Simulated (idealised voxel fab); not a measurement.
process module | voxel transistor to metal
cross-section cut | 205 nm wide | cells 5 nm
A cross-section is a grid of square cells, given in bands from the top down. A band is one or more rows of cells.
Each band's line starts with the height of the band's top and of its bottom, in nm. Then come its materials from left to right, each with its width in nm. One material with "throughout" fills the band from edge to edge. "air" is empty space.
Height 0 is the level under which the wafer as received is all one material. The lowest band goes on downwards, as in "0 down".
A width such as "30 to 40" changes by the same amount from each row of cells to the next, from the band's top row to its bottom row.
"no change" after a step means that no cell of the cross-section changed.
closed voids: empty space of 8 cells or more with no open way to the top, each as width x height at its distance from the left edge, in nm
after a step's settings: what the simulator itself notes on the step
overlay nm, on a step with a mask: how far to the right of its planned place the mask lay; to the left if negative
plan
1 op RECEIVE | material Si
2 op CONFORMAL_DEP | material SiO2 | thk nm 5
3 op CONFORMAL_DEP | material SiN | thk nm 15
4 op MASKED_ETCH | tone cover | mask id ACTIVE | width nm 90 | etch materials SiN | depth nm 15 | overlay nm 0
5 op MASKED_ETCH | tone cover | mask id ACTIVE | width nm 90 | etch materials SiO2 | depth nm 5 | overlay nm 0
6 op MASKED_ETCH | tone cover | mask id ACTIVE | width nm 90 | etch materials Si | depth nm 35 | overlay nm 0
7 op OXIDIZE | depth nm 5
8 op FILL_DEP | material SiO2 | thk nm 5
9 op CMP | height nm 20
10 op SELECTIVE_ETCH | etch materials SiO2 | depth nm 5
11 op STRIP | etch materials SiN
12 op SELECTIVE_ETCH | etch materials SiO2 | depth nm 5
13 op OXIDIZE | depth nm 5
14 op DIRECTIONAL_DEP | material polySi | thk nm 20
15 op DIRECTIONAL_DEP | material SiCN | thk nm 10
16 op DIRECTIONAL_DEP | material aC | thk nm 10
17 op PATTERN | tone cover | mask id GATE | material resist | width nm 20 | thk nm 30 | overlay nm 0
18 op DIRECTIONAL_ETCH | etch materials aC | depth nm 10
19 op STRIP | etch materials resist
20 op DIRECTIONAL_ETCH | etch materials SiCN | depth nm 20
21 op DIRECTIONAL_ETCH | etch materials polySi | depth nm 30
22 op STRIP | etch materials aC
23 op CONFORMAL_DEP | material SiN | thk nm 10
24 op DIRECTIONAL_ETCH | etch materials SiN | depth nm 10
25 op DIRECTIONAL_ETCH | etch materials SiO2 | depth nm 5
26 op DIRECTIONAL_ETCH | etch materials Si | depth nm 5
27 op EPI | material pSi | thk nm 10
28 op FILL_DEP | material SiO2 | thk nm 5
29 op CMP | height nm 30
30 op DIRECTIONAL_DEP | material SiO2 | thk nm 15
31 op MASKED_ETCH | tone open | mask id CONTACT | width nm 15 | pitch nm 65 | etch materials SiO2 | depth nm 45 | overlay nm 0
32 op CONFORMAL_DEP | material TiN | thk nm 5
33 op FILL_DEP | material W | thk nm 10
34 op CMP | height nm 45
35 op CONFORMAL_DEP | material SiCN | thk nm 5
36 op DIRECTIONAL_DEP | material lowk | thk nm 15
37 op MASKED_ETCH | tone open | mask id METAL_1 | width nm 15 | pitch nm 65 | etch materials lowk | depth nm 15 | overlay nm 0
38 op MASKED_ETCH | tone open | mask id METAL_1 | width nm 15 | pitch nm 65 | etch materials SiCN | depth nm 5 | overlay nm 0
39 op CONFORMAL_DEP | material TiN | thk nm 5
40 op FILL_DEP | material Ru | thk nm 10
41 op CMP | height nm 65
42 op CONFORMAL_DEP | material SiN | thk nm 5
as received, after step 1
  0 down: Si throughout
  closed voids: none
first wafer at the end, as planned
  70 to 65: SiN throughout
  65 to 50: lowk 60 | TiN 5 | Ru 5 | TiN 5 | lowk 50 | TiN 5 | Ru 5 | TiN 5 | lowk 65
  50 to 45: SiCN 60 | TiN 15 | SiCN 50 | TiN 15 | SiCN 65
  45 to 30: SiO2 60 | TiN 5 | W 5 | TiN 5 | SiO2 50 | TiN 5 | W 5 | TiN 5 | SiO2 65
  30 to 20: SiO2 60 | TiN 5 | W 5 | TiN 5 | SiO2 5 | SiN 10 | SiCN 20 | SiN 10 | SiO2 5 | TiN 5 | W 5 | TiN 5 | SiO2 65
  20 to 10: SiO2 60 | TiN 5 | W 5 | TiN 5 | SiO2 5 | SiN 10 | polySi 20 | SiN 10 | SiO2 5 | TiN 5 | W 5 | TiN 5 | SiO2 65
  10 to 5: SiO2 50 | SiN 10 | TiN 15 | SiO2 5 | SiN 10 | polySi 20 | SiN 10 | SiO2 5 | TiN 15 | SiN 10 | SiO2 55
  5 to 0: SiO2 50 | SiN 10 | TiN 10 | pSi 10 | SiN 10 | polySi 20 | SiN 10 | pSi 10 | TiN 10 | SiN 10 | SiO2 55
  0 to -5: SiO2 60 | pSi 20 | SiO2 40 | pSi 20 | SiO2 65
  -5 to -10: SiO2 60 | pSi 20 | Si 40 | pSi 20 | SiO2 65
  -10 to -40: SiO2 60 | Si 80 | SiO2 65
  -40 down: Si throughout
  closed voids: none
second wafer at the end: like start, like plan, one mistake
  70 to 65: SiN throughout
  65 to 50: lowk 60 | TiN 5 | Ru 5 | TiN 5 | lowk 50 | TiN 5 | Ru 5 | TiN 5 | lowk 65
  50 to 45: SiCN 60 | TiN 15 | SiCN 50 | TiN 15 | SiCN 65
  45 to 30: SiO2 60 | TiN 5 | W 5 | TiN 5 | SiO2 50 | TiN 5 | W 5 | TiN 5 | SiO2 65
  30 to 20: SiO2 60 | TiN 5 | W 5 | TiN 5 | SiO2 10 | SiN 10 | SiCN 15 | SiN 10 | SiO2 5 | TiN 5 | W 5 | TiN 5 | SiO2 65
  20 to 10: SiO2 60 | TiN 5 | W 5 | TiN 5 | SiO2 10 | SiN 10 | polySi 15 | SiN 10 | SiO2 5 | TiN 5 | W 5 | TiN 5 | SiO2 65
  10 to 5: SiO2 50 | SiN 10 | TiN 5 | W 5 | TiN 5 | SiO2 10 | SiN 10 | polySi 15 | SiN 10 | SiO2 5 | TiN 15 | SiN 10 | SiO2 55
  5 to 0: SiO2 50 | SiN 10 | TiN 15 | pSi 10 | SiN 10 | polySi 15 | SiN 10 | pSi 10 | TiN 10 | SiN 10 | SiO2 55
  0 to -5: SiO2 60 | pSi 25 | SiO2 35 | pSi 20 | SiO2 65
  -5 to -10: SiO2 60 | pSi 25 | Si 35 | pSi 20 | SiO2 65
  -10 to -40: SiO2 60 | Si 80 | SiO2 65
  -40 down: Si throughout
  closed voids: none
what went wrong: step 17 ran as: op PATTERN | tone cover | mask id GATE | material resist | width nm 15 | thk nm 30 | overlay nm 0
at the end the second wafer has, in cells: 1 fewer of Si | 2 fewer of SiCN | 4 more of SiO2 | 1 more of W | 2 more of pSi | 4 fewer of polySi
